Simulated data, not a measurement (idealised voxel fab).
process module | voxel wiring stack
cross-section cut | 220 nm wide | cells 5 nm
A cross-section is a grid of square cells, given in bands from the top down. A band is one or more rows of cells.
Each band's line starts with the height of the band's top and of its bottom, in nm. Then come its materials from left to right, each with its width in nm. One material with "throughout" fills the band from edge to edge. "air" is empty space.
Height 0 is the level under which the wafer as received is all one material. The lowest band goes on downwards, as in "0 down".
A width such as "30 to 40" changes by the same amount from each row of cells to the next, from the band's top row to its bottom row.
"no change" after a step means that no cell of the cross-section changed.
closed voids: empty space of 8 cells or more with no open way to the top, each as width x height at its distance from the left edge, in nm
after a step's settings: what the simulator itself notes on the step
overlay nm, on a step with a mask: how far to the right of its planned place the mask lay; to the left if negative
plan
1 op RECEIVE | material Si
2 op CONFORMAL_DEP | material SiO2 | thk nm 10
3 op CONFORMAL_DEP | material SiN | thk nm 5
4 op DIRECTIONAL_DEP | material lowk | thk nm 25
5 op MASKED_ETCH | tone open | mask id METAL_1 | width nm 25 | pitch nm 45 | etch materials lowk | depth nm 25 | overlay nm 0
6 op MASKED_ETCH | tone open | mask id METAL_1 | width nm 25 | pitch nm 45 | etch materials SiN | depth nm 5 | overlay nm 0
7 op CONFORMAL_DEP | material TiN | thk nm 5
8 op FILL_DEP | material Cu | thk nm 10
9 op CMP | height nm 40
10 op EPI | material Ru | thk nm 5
11 op FILL_DEP | material SiCN | thk nm 5
12 op DIRECTIONAL_DEP | material SiO2 | thk nm 10
13 op PATTERN | tone open | mask id PLUG_1 | material resist | width nm 15 | pitch nm 45 | thk nm 20 | overlay nm 0
14 op DIRECTIONAL_ETCH | etch materials SiO2 | depth nm 10
15 op DIRECTIONAL_ETCH | etch materials SiCN | depth nm 5
16 op STRIP | etch materials resist
17 op EPI | material Ru | thk nm 10
18 op EPI | material Ru | thk nm 5
19 op DIRECTIONAL_DEP | material TiN | thk nm 5
20 op DIRECTIONAL_DEP | material W | thk nm 15
21 op PATTERN | tone cover | mask id METAL_2 | material resist | width nm 25 | pitch nm 45 | thk nm 15 | overlay nm 0
22 op DIRECTIONAL_ETCH | etch materials W | depth nm 15
23 op DIRECTIONAL_ETCH | etch materials TiN | depth nm 5
24 op STRIP | etch materials resist
25 op FILL_DEP | material lowk | thk nm 10
26 op CMP | height nm 80
27 op CONFORMAL_DEP | material SiCN | thk nm 5
28 op DIRECTIONAL_DEP | material lowk | thk nm 20
29 op PATTERN | tone open | mask id PLUG_2 | material resist | width nm 15 | pitch nm 45 | thk nm 15 | overlay nm 0
30 op DIRECTIONAL_ETCH | etch materials lowk | depth nm 20
31 op DIRECTIONAL_ETCH | etch materials SiCN | depth nm 5
32 op STRIP | etch materials resist
33 op EPI | material Ru | thk nm 10
34 op EPI | material Ru | thk nm 10
35 op EPI | material Ru | thk nm 5
36 op CONFORMAL_DEP | material SiCN | thk nm 5
37 op DIRECTIONAL_DEP | material lowk | thk nm 25
38 op MASKED_ETCH | tone open | mask id METAL_3 | width nm 25 | pitch nm 45 | etch materials lowk | depth nm 25 | overlay nm 0
39 op MASKED_ETCH | tone open | mask id METAL_3 | width nm 25 | pitch nm 45 | etch materials SiCN | depth nm 5 | overlay nm 0
40 op CONFORMAL_DEP | material TiN | thk nm 5
41 op FILL_DEP | material Ru | thk nm 10
42 op CMP | height nm 135
43 op CONFORMAL_DEP | material SiCN | thk nm 5
44 op DIRECTIONAL_DEP | material lowk | thk nm 10
45 op MASKED_ETCH | tone open | mask id PLUG_3 | width nm 15 | pitch nm 90 | etch materials lowk | depth nm 10 | overlay nm 0
46 op MASKED_ETCH | tone open | mask id PLUG_3 | width nm 15 | pitch nm 90 | etch materials SiCN | depth nm 5 | overlay nm 0
47 op EPI | material Ru | thk nm 10
48 op EPI | material Ru | thk nm 5
49 op CONFORMAL_DEP | material SiN | thk nm 5
50 op DIRECTIONAL_DEP | material SiO2 | thk nm 25
51 op PATTERN | tone open | mask id METAL_4 | material resist | width nm 25 | pitch nm 45 | thk nm 20 | overlay nm 0
52 op DIRECTIONAL_ETCH | etch materials SiO2 | depth nm 25
53 op DIRECTIONAL_ETCH | etch materials SiN | depth nm 5
54 op STRIP | etch materials resist
55 op CONFORMAL_DEP | material TiN | thk nm 5
56 op FILL_DEP | material Cu | thk nm 10
57 op CMP | height nm 180
58 op EPI | material Ru | thk nm 5
59 op FILL_DEP | material SiCN | thk nm 5
first wafer, as planned
as received, after step 1
  0 down: Si throughout
  closed voids: none
after step 2
  10 to 0: SiO2 throughout
  below 0: unchanged
after step 3
  15 to 10: SiN throughout
  below 10: unchanged
after step 4
  40 to 15: lowk throughout
  below 15: unchanged
after step 5
  40 to 15: lowk 30 | air 25 | lowk 20 | air 25 | lowk 20 | air 25 | lowk 20 | air 25 | lowk 30
  below 15: unchanged
after step 6
  40 to 15: lowk 30 | air 25 | lowk 20 | air 25 | lowk 20 | air 25 | lowk 20 | air 25 | lowk 30
  15 to 10: SiN 30 | air 25 | SiN 20 | air 25 | SiN 20 | air 25 | SiN 20 | air 25 | SiN 30
  below 10: unchanged
after step 7
  45 to 40: TiN 35 | air 15 | TiN 30 | air 15 | TiN 30 | air 15 | TiN 30 | air 15 | TiN 35
  40 to 15: lowk 30 | TiN 5 | air 15 | TiN 5 | lowk 20 | TiN 5 | air 15 | TiN 5 | lowk 20 | TiN 5 | air 15 | TiN 5 | lowk 20 | TiN 5 | air 15 | TiN 5 | lowk 30
  15 to 10: SiN 30 | TiN 25 | SiN 20 | TiN 25 | SiN 20 | TiN 25 | SiN 20 | TiN 25 | SiN 30
  below 10: unchanged
after step 8
  55 to 45: Cu throughout
  45 to 40: TiN 35 | Cu 15 | TiN 30 | Cu 15 | TiN 30 | Cu 15 | TiN 30 | Cu 15 | TiN 35
  40 to 15: lowk 30 | TiN 5 | Cu 15 | TiN 5 | lowk 20 | TiN 5 | Cu 15 | TiN 5 | lowk 20 | TiN 5 | Cu 15 | TiN 5 | lowk 20 | TiN 5 | Cu 15 | TiN 5 | lowk 30
  below 15: unchanged
after step 9
  40 to 15: lowk 30 | TiN 5 | Cu 15 | TiN 5 | lowk 20 | TiN 5 | Cu 15 | TiN 5 | lowk 20 | TiN 5 | Cu 15 | TiN 5 | lowk 20 | TiN 5 | Cu 15 | TiN 5 | lowk 30
  below 15: unchanged
after step 10
  45 to 40: air 25 | Ru 35 | air 10 | Ru 35 | air 10 | Ru 35 | air 10 | Ru 35 | air 25
  below 40: unchanged
after step 11
  50 to 45: SiCN throughout
  45 to 40: SiCN 25 | Ru 35 | SiCN 10 | Ru 35 | SiCN 10 | Ru 35 | SiCN 10 | Ru 35 | SiCN 25
  below 40: unchanged
after step 12
  60 to 50: SiO2 throughout
  below 50: unchanged
after step 13
  80 to 60: resist 30 | air 15 | resist 30 | air 15 | resist 30 | air 15 | resist 30 | air 15 | resist 40
  below 60: unchanged
after step 14
  80 to 60: resist 30 | air 15 | resist 30 | air 15 | resist 30 | air 15 | resist 30 | air 15 | resist 40
  60 to 50: SiO2 30 | air 15 | SiO2 30 | air 15 | SiO2 30 | air 15 | SiO2 30 | air 15 | SiO2 40
  below 50: unchanged
after step 15
  80 to 60: resist 30 | air 15 | resist 30 | air 15 | resist 30 | air 15 | resist 30 | air 15 | resist 40
  60 to 50: SiO2 30 | air 15 | SiO2 30 | air 15 | SiO2 30 | air 15 | SiO2 30 | air 15 | SiO2 40
  50 to 45: SiCN 30 | air 15 | SiCN 30 | air 15 | SiCN 30 | air 15 | SiCN 30 | air 15 | SiCN 40
  below 45: unchanged
after step 16
  60 to 50: SiO2 30 | air 15 | SiO2 30 | air 15 | SiO2 30 | air 15 | SiO2 30 | air 15 | SiO2 40
  below 50: unchanged
after step 17
  60 to 55: SiO2 30 | air 15 | SiO2 30 | air 15 | SiO2 30 | air 15 | SiO2 30 | air 15 | SiO2 40
  55 to 50: SiO2 30 | Ru 15 | SiO2 30 | Ru 15 | SiO2 30 | Ru 15 | SiO2 30 | Ru 15 | SiO2 40
  50 to 40: SiCN 30 to 25 | Ru 15 to 35 | SiCN 30 to 10 | Ru 15 to 35 | SiCN 30 to 10 | Ru 15 to 35 | SiCN 30 to 10 | Ru 15 to 35 | SiCN 40 to 25
  below 40: unchanged
after step 18
  60 to 50: SiO2 30 | Ru 15 | SiO2 30 | Ru 15 | SiO2 30 | Ru 15 | SiO2 30 | Ru 15 | SiO2 40
  below 50: unchanged
after step 19
  65 to 60: TiN throughout
  below 60: unchanged
after step 20
  80 to 65: W throughout
  below 65: unchanged
after step 21
  95 to 80: air 30 | resist 25 | air 20 | resist 25 | air 20 | resist 25 | air 20 | resist 25 | air 30
  below 80: unchanged
after step 22
  95 to 80: air 30 | resist 25 | air 20 | resist 25 | air 20 | resist 25 | air 20 | resist 25 | air 30
  80 to 65: air 30 | W 25 | air 20 | W 25 | air 20 | W 25 | air 20 | W 25 | air 30
  below 65: unchanged
after step 23
  95 to 80: air 30 | resist 25 | air 20 | resist 25 | air 20 | resist 25 | air 20 | resist 25 | air 30
  80 to 65: air 30 | W 25 | air 20 | W 25 | air 20 | W 25 | air 20 | W 25 | air 30
  65 to 60: air 30 | TiN 25 | air 20 | TiN 25 | air 20 | TiN 25 | air 20 | TiN 25 | air 30
  below 60: unchanged
after step 24
  80 to 65: air 30 | W 25 | air 20 | W 25 | air 20 | W 25 | air 20 | W 25 | air 30
  below 65: unchanged
after step 25
  90 to 80: lowk throughout
  80 to 65: lowk 30 | W 25 | lowk 20 | W 25 | lowk 20 | W 25 | lowk 20 | W 25 | lowk 30
  65 to 60: lowk 30 | TiN 25 | lowk 20 | TiN 25 | lowk 20 | TiN 25 | lowk 20 | TiN 25 | lowk 30
  below 60: unchanged
after step 26
  80 to 65: lowk 30 | W 25 | lowk 20 | W 25 | lowk 20 | W 25 | lowk 20 | W 25 | lowk 30
  below 65: unchanged
after step 27
  85 to 80: SiCN throughout
  below 80: unchanged
after step 28
  105 to 85: lowk throughout
  below 85: unchanged
after step 29
  120 to 105: resist 30 | air 15 | resist 30 | air 15 | resist 30 | air 15 | resist 30 | air 15 | resist 40
  below 105: unchanged
after step 30
  120 to 105: resist 30 | air 15 | resist 30 | air 15 | resist 30 | air 15 | resist 30 | air 15 | resist 40
  105 to 85: lowk 30 | air 15 | lowk 30 | air 15 | lowk 30 | air 15 | lowk 30 | air 15 | lowk 40
  below 85: unchanged
after step 31
  120 to 105: resist 30 | air 15 | resist 30 | air 15 | resist 30 | air 15 | resist 30 | air 15 | resist 40
  105 to 85: lowk 30 | air 15 | lowk 30 | air 15 | lowk 30 | air 15 | lowk 30 | air 15 | lowk 40
  85 to 80: SiCN 30 | air 15 | SiCN 30 | air 15 | SiCN 30 | air 15 | SiCN 30 | air 15 | SiCN 40
  below 80: unchanged
after step 32
  105 to 85: lowk 30 | air 15 | lowk 30 | air 15 | lowk 30 | air 15 | lowk 30 | air 15 | lowk 40
  below 85: unchanged
after step 33
  105 to 90: lowk 30 | air 15 | lowk 30 | air 15 | lowk 30 | air 15 | lowk 30 | air 15 | lowk 40
  90 to 85: lowk 30 | Ru 15 | lowk 30 | Ru 15 | lowk 30 | Ru 15 | lowk 30 | Ru 15 | lowk 40
  85 to 80: SiCN 30 | Ru 15 | SiCN 30 | Ru 15 | SiCN 30 | Ru 15 | SiCN 30 | Ru 15 | SiCN 40
  below 80: unchanged
after step 34
  105 to 100: lowk 30 | air 15 | lowk 30 | air 15 | lowk 30 | air 15 | lowk 30 | air 15 | lowk 40
  100 to 85: lowk 30 | Ru 15 | lowk 30 | Ru 15 | lowk 30 | Ru 15 | lowk 30 | Ru 15 | lowk 40
  below 85: unchanged
after step 35
  105 to 85: lowk 30 | Ru 15 | lowk 30 | Ru 15 | lowk 30 | Ru 15 | lowk 30 | Ru 15 | lowk 40
  below 85: unchanged
after step 36
  110 to 105: SiCN throughout
  below 105: unchanged
after step 37
  135 to 110: lowk throughout
  below 110: unchanged
after step 38
  135 to 110: lowk 30 | air 25 | lowk 20 | air 25 | lowk 20 | air 25 | lowk 20 | air 25 | lowk 30
  below 110: unchanged
after step 39
  135 to 110: lowk 30 | air 25 | lowk 20 | air 25 | lowk 20 | air 25 | lowk 20 | air 25 | lowk 30
  110 to 105: SiCN 30 | air 25 | SiCN 20 | air 25 | SiCN 20 | air 25 | SiCN 20 | air 25 | SiCN 30
  below 105: unchanged
after step 40
  140 to 135: TiN 35 | air 15 | TiN 30 | air 15 | TiN 30 | air 15 | TiN 30 | air 15 | TiN 35
  135 to 110: lowk 30 | TiN 5 | air 15 | TiN 5 | lowk 20 | TiN 5 | air 15 | TiN 5 | lowk 20 | TiN 5 | air 15 | TiN 5 | lowk 20 | TiN 5 | air 15 | TiN 5 | lowk 30
  110 to 105: SiCN 30 | TiN 25 | SiCN 20 | TiN 25 | SiCN 20 | TiN 25 | SiCN 20 | TiN 25 | SiCN 30
  below 105: unchanged
after step 41
  150 to 140: Ru throughout
  140 to 135: TiN 35 | Ru 15 | TiN 30 | Ru 15 | TiN 30 | Ru 15 | TiN 30 | Ru 15 | TiN 35
  135 to 110: lowk 30 | TiN 5 | Ru 15 | TiN 5 | lowk 20 | TiN 5 | Ru 15 | TiN 5 | lowk 20 | TiN 5 | Ru 15 | TiN 5 | lowk 20 | TiN 5 | Ru 15 | TiN 5 | lowk 30
  below 110: unchanged
after step 42
  135 to 110: lowk 30 | TiN 5 | Ru 15 | TiN 5 | lowk 20 | TiN 5 | Ru 15 | TiN 5 | lowk 20 | TiN 5 | Ru 15 | TiN 5 | lowk 20 | TiN 5 | Ru 15 | TiN 5 | lowk 30
  below 110: unchanged
after step 43
  140 to 135: SiCN throughout
  below 135: unchanged
after step 44
  150 to 140: lowk throughout
  below 140: unchanged
after step 45
  150 to 140: lowk 30 | air 15 | lowk 75 | air 15 | lowk 85
  below 140: unchanged
after step 46
  150 to 140: lowk 30 | air 15 | lowk 75 | air 15 | lowk 85
  140 to 135: SiCN 30 | air 15 | SiCN 75 | air 15 | SiCN 85
  below 135: unchanged
after step 47
  150 to 145: lowk 30 | air 15 | lowk 75 | air 15 | lowk 85
  145 to 140: lowk 30 | Ru 15 | lowk 75 | Ru 15 | lowk 85
  140 to 135: SiCN 30 | Ru 15 | SiCN 75 | Ru 15 | SiCN 85
  below 135: unchanged
after step 48
  150 to 140: lowk 30 | Ru 15 | lowk 75 | Ru 15 | lowk 85
  below 140: unchanged
after step 49
  155 to 150: SiN throughout
  below 150: unchanged
after step 50
  180 to 155: SiO2 throughout
  below 155: unchanged
after step 51
  200 to 180: resist 30 | air 25 | resist 20 | air 25 | resist 20 | air 25 | resist 20 | air 25 | resist 30
  below 180: unchanged
after step 52
  200 to 180: resist 30 | air 25 | resist 20 | air 25 | resist 20 | air 25 | resist 20 | air 25 | resist 30
  180 to 155: SiO2 30 | air 25 | SiO2 20 | air 25 | SiO2 20 | air 25 | SiO2 20 | air 25 | SiO2 30
  below 155: unchanged
after step 53
  200 to 180: resist 30 | air 25 | resist 20 | air 25 | resist 20 | air 25 | resist 20 | air 25 | resist 30
  180 to 155: SiO2 30 | air 25 | SiO2 20 | air 25 | SiO2 20 | air 25 | SiO2 20 | air 25 | SiO2 30
  155 to 150: SiN 30 | air 25 | SiN 20 | air 25 | SiN 20 | air 25 | SiN 20 | air 25 | SiN 30
  below 150: unchanged
after step 54
  180 to 155: SiO2 30 | air 25 | SiO2 20 | air 25 | SiO2 20 | air 25 | SiO2 20 | air 25 | SiO2 30
  below 155: unchanged
after step 55
  185 to 180: TiN 35 | air 15 | TiN 30 | air 15 | TiN 30 | air 15 | TiN 30 | air 15 | TiN 35
  180 to 155: SiO2 30 | TiN 5 | air 15 | TiN 5 | SiO2 20 | TiN 5 | air 15 | TiN 5 | SiO2 20 | TiN 5 | air 15 | TiN 5 | SiO2 20 | TiN 5 | air 15 | TiN 5 | SiO2 30
  155 to 150: SiN 30 | TiN 25 | SiN 20 | TiN 25 | SiN 20 | TiN 25 | SiN 20 | TiN 25 | SiN 30
  below 150: unchanged
after step 56
  195 to 185: Cu throughout
  185 to 180: TiN 35 | Cu 15 | TiN 30 | Cu 15 | TiN 30 | Cu 15 | TiN 30 | Cu 15 | TiN 35
  180 to 155: SiO2 30 | TiN 5 | Cu 15 | TiN 5 | SiO2 20 | TiN 5 | Cu 15 | TiN 5 | SiO2 20 | TiN 5 | Cu 15 | TiN 5 | SiO2 20 | TiN 5 | Cu 15 | TiN 5 | SiO2 30
  below 155: unchanged
after step 57
  180 to 155: SiO2 30 | TiN 5 | Cu 15 | TiN 5 | SiO2 20 | TiN 5 | Cu 15 | TiN 5 | SiO2 20 | TiN 5 | Cu 15 | TiN 5 | SiO2 20 | TiN 5 | Cu 15 | TiN 5 | SiO2 30
  below 155: unchanged
after step 58
  185 to 180: air 25 | Ru 35 | air 10 | Ru 35 | air 10 | Ru 35 | air 10 | Ru 35 | air 25
  below 180: unchanged
after step 59
  190 to 185: SiCN throughout
  185 to 180: SiCN 25 | Ru 35 | SiCN 10 | Ru 35 | SiCN 10 | Ru 35 | SiCN 10 | Ru 35 | SiCN 25
  below 180: unchanged
second wafer: like start, like plan, one mistake. Through step 27 it matches the first wafer
when step 28 should have ended
  110 to 85: lowk throughout
  below 85: unchanged
when step 29 should have ended
  125 to 110: resist 30 | air 15 | resist 30 | air 15 | resist 30 | air 15 | resist 30 | air 15 | resist 40
  below 110: unchanged
when step 30 should have ended
  125 to 110: resist 30 | air 15 | resist 30 | air 15 | resist 30 | air 15 | resist 30 | air 15 | resist 40
  110 to 90: lowk 30 | air 15 | lowk 30 | air 15 | lowk 30 | air 15 | lowk 30 | air 15 | lowk 40
  below 90: unchanged
when step 31 should have ended: no change
when step 32 should have ended
  110 to 90: lowk 30 | air 15 | lowk 30 | air 15 | lowk 30 | air 15 | lowk 30 | air 15 | lowk 40
  below 90: unchanged
when step 33 should have ended: no change
when step 34 should have ended: no change
when step 35 should have ended: no change
when step 36 should have ended
  115 to 110: SiCN 35 | air 5 | SiCN 40 | air 5 | SiCN 40 | air 5 | SiCN 40 | air 5 | SiCN 45
  110 to 95: lowk 30 | SiCN 5 | air 5 | SiCN 5 | lowk 30 | SiCN 5 | air 5 | SiCN 5 | lowk 30 | SiCN 5 | air 5 | SiCN 5 | lowk 30 | SiCN 5 | air 5 | SiCN 5 | lowk 40
  95 to 90: lowk 30 | SiCN 15 | lowk 30 | SiCN 15 | lowk 30 | SiCN 15 | lowk 30 | SiCN 15 | lowk 40
  below 90: unchanged
when step 37 should have ended
  140 to 120: lowk 35 | air 5 | lowk 40 | air 5 | lowk 40 | air 5 | lowk 40 | air 5 | lowk 45
  120 to 115: lowk throughout
  115 to 110: SiCN 35 | lowk 5 | SiCN 40 | lowk 5 | SiCN 40 | lowk 5 | SiCN 40 | lowk 5 | SiCN 45
  110 to 95: lowk 30 | SiCN 5 | lowk 5 | SiCN 5 | lowk 30 | SiCN 5 | lowk 5 | SiCN 5 | lowk 30 | SiCN 5 | lowk 5 | SiCN 5 | lowk 30 | SiCN 5 | lowk 5 | SiCN 5 | lowk 40
  below 95: unchanged
when step 38 should have ended
  140 to 115: lowk 30 | air 25 | lowk 20 | air 25 | lowk 20 | air 25 | lowk 20 | air 25 | lowk 30
  115 to 110: SiCN 35 | air 5 | SiCN 40 | air 5 | SiCN 40 | air 5 | SiCN 40 | air 5 | SiCN 45
  110 to 95: lowk 30 | SiCN 5 | air 5 | SiCN 5 | lowk 30 | SiCN 5 | air 5 | SiCN 5 | lowk 30 | SiCN 5 | air 5 | SiCN 5 | lowk 30 | SiCN 5 | air 5 | SiCN 5 | lowk 40
  below 95: unchanged
when step 39 should have ended
  140 to 115: lowk 30 | air 25 | lowk 20 | air 25 | lowk 20 | air 25 | lowk 20 | air 25 | lowk 30
  115 to 110: SiCN 30 | air 25 | SiCN 20 | air 25 | SiCN 20 | air 25 | SiCN 20 | air 25 | SiCN 30
  110 to 90: lowk 30 | SiCN 5 | air 5 | SiCN 5 | lowk 30 | SiCN 5 | air 5 | SiCN 5 | lowk 30 | SiCN 5 | air 5 | SiCN 5 | lowk 30 | SiCN 5 | air 5 | SiCN 5 | lowk 40
  below 90: unchanged
when step 40 should have ended
  145 to 140: TiN 35 | air 15 | TiN 30 | air 15 | TiN 30 | air 15 | TiN 30 | air 15 | TiN 35
  140 to 115: lowk 30 | TiN 5 | air 15 | TiN 5 | lowk 20 | TiN 5 | air 15 | TiN 5 | lowk 20 | TiN 5 | air 15 | TiN 5 | lowk 20 | TiN 5 | air 15 | TiN 5 | lowk 30
  115 to 110: SiCN 30 | TiN 25 | SiCN 20 | TiN 25 | SiCN 20 | TiN 25 | SiCN 20 | TiN 25 | SiCN 30
  110 to 90: lowk 30 | SiCN 5 | TiN 5 | SiCN 5 | lowk 30 | SiCN 5 | TiN 5 | SiCN 5 | lowk 30 | SiCN 5 | TiN 5 | SiCN 5 | lowk 30 | SiCN 5 | TiN 5 | SiCN 5 | lowk 40
  below 90: unchanged
when step 41 should have ended
  155 to 145: Ru throughout
  145 to 140: TiN 35 | Ru 15 | TiN 30 | Ru 15 | TiN 30 | Ru 15 | TiN 30 | Ru 15 | TiN 35
  140 to 115: lowk 30 | TiN 5 | Ru 15 | TiN 5 | lowk 20 | TiN 5 | Ru 15 | TiN 5 | lowk 20 | TiN 5 | Ru 15 | TiN 5 | lowk 20 | TiN 5 | Ru 15 | TiN 5 | lowk 30
  below 115: unchanged
when step 42 should have ended
  135 to 115: lowk 30 | TiN 5 | Ru 15 | TiN 5 | lowk 20 | TiN 5 | Ru 15 | TiN 5 | lowk 20 | TiN 5 | Ru 15 | TiN 5 | lowk 20 | TiN 5 | Ru 15 | TiN 5 | lowk 30
  below 115: unchanged
when step 43 should have ended
  140 to 135: SiCN throughout
  below 135: unchanged
when step 44 should have ended
  150 to 140: lowk throughout
  below 140: unchanged
when step 45 should have ended
  150 to 140: lowk 30 | air 15 | lowk 75 | air 15 | lowk 85
  below 140: unchanged
when step 46 should have ended
  150 to 140: lowk 30 | air 15 | lowk 75 | air 15 | lowk 85
  140 to 135: SiCN 30 | air 15 | SiCN 75 | air 15 | SiCN 85
  below 135: unchanged
when step 47 should have ended
  150 to 145: lowk 30 | air 15 | lowk 75 | air 15 | lowk 85
  145 to 140: lowk 30 | Ru 15 | lowk 75 | Ru 15 | lowk 85
  140 to 135: SiCN 30 | Ru 15 | SiCN 75 | Ru 15 | SiCN 85
  below 135: unchanged
when step 48 should have ended
  150 to 140: lowk 30 | Ru 15 | lowk 75 | Ru 15 | lowk 85
  below 140: unchanged
when step 49 should have ended
  155 to 150: SiN throughout
  below 150: unchanged
when step 50 should have ended
  180 to 155: SiO2 throughout
  below 155: unchanged
when step 51 should have ended
  200 to 180: resist 30 | air 25 | resist 20 | air 25 | resist 20 | air 25 | resist 20 | air 25 | resist 30
  below 180: unchanged
when step 52 should have ended
  200 to 180: resist 30 | air 25 | resist 20 | air 25 | resist 20 | air 25 | resist 20 | air 25 | resist 30
  180 to 155: SiO2 30 | air 25 | SiO2 20 | air 25 | SiO2 20 | air 25 | SiO2 20 | air 25 | SiO2 30
  below 155: unchanged
when step 53 should have ended
  200 to 180: resist 30 | air 25 | resist 20 | air 25 | resist 20 | air 25 | resist 20 | air 25 | resist 30
  180 to 155: SiO2 30 | air 25 | SiO2 20 | air 25 | SiO2 20 | air 25 | SiO2 20 | air 25 | SiO2 30
  155 to 150: SiN 30 | air 25 | SiN 20 | air 25 | SiN 20 | air 25 | SiN 20 | air 25 | SiN 30
  below 150: unchanged
when step 54 should have ended
  180 to 155: SiO2 30 | air 25 | SiO2 20 | air 25 | SiO2 20 | air 25 | SiO2 20 | air 25 | SiO2 30
  below 155: unchanged
when step 55 should have ended
  185 to 180: TiN 35 | air 15 | TiN 30 | air 15 | TiN 30 | air 15 | TiN 30 | air 15 | TiN 35
  180 to 155: SiO2 30 | TiN 5 | air 15 | TiN 5 | SiO2 20 | TiN 5 | air 15 | TiN 5 | SiO2 20 | TiN 5 | air 15 | TiN 5 | SiO2 20 | TiN 5 | air 15 | TiN 5 | SiO2 30
  155 to 150: SiN 30 | TiN 25 | SiN 20 | TiN 25 | SiN 20 | TiN 25 | SiN 20 | TiN 25 | SiN 30
  below 150: unchanged
when step 56 should have ended
  195 to 185: Cu throughout
  185 to 180: TiN 35 | Cu 15 | TiN 30 | Cu 15 | TiN 30 | Cu 15 | TiN 30 | Cu 15 | TiN 35
  180 to 155: SiO2 30 | TiN 5 | Cu 15 | TiN 5 | SiO2 20 | TiN 5 | Cu 15 | TiN 5 | SiO2 20 | TiN 5 | Cu 15 | TiN 5 | SiO2 20 | TiN 5 | Cu 15 | TiN 5 | SiO2 30
  below 155: unchanged
when step 57 should have ended
  180 to 155: SiO2 30 | TiN 5 | Cu 15 | TiN 5 | SiO2 20 | TiN 5 | Cu 15 | TiN 5 | SiO2 20 | TiN 5 | Cu 15 | TiN 5 | SiO2 20 | TiN 5 | Cu 15 | TiN 5 | SiO2 30
  below 155: unchanged
when step 58 should have ended
  185 to 180: air 25 | Ru 35 | air 10 | Ru 35 | air 10 | Ru 35 | air 10 | Ru 35 | air 25
  below 180: unchanged
when step 59 should have ended
  190 to 185: SiCN throughout
  185 to 180: SiCN 25 | Ru 35 | SiCN 10 | Ru 35 | SiCN 10 | Ru 35 | SiCN 10 | Ru 35 | SiCN 25
  below 180: unchanged
what went wrong: step 28 ran as: op DIRECTIONAL_DEP | material lowk | thk nm 25
at the end the second wafer has, in cells: 72 fewer of Ru | 44 more of SiCN | 8 more of TiN | 20 more of lowk
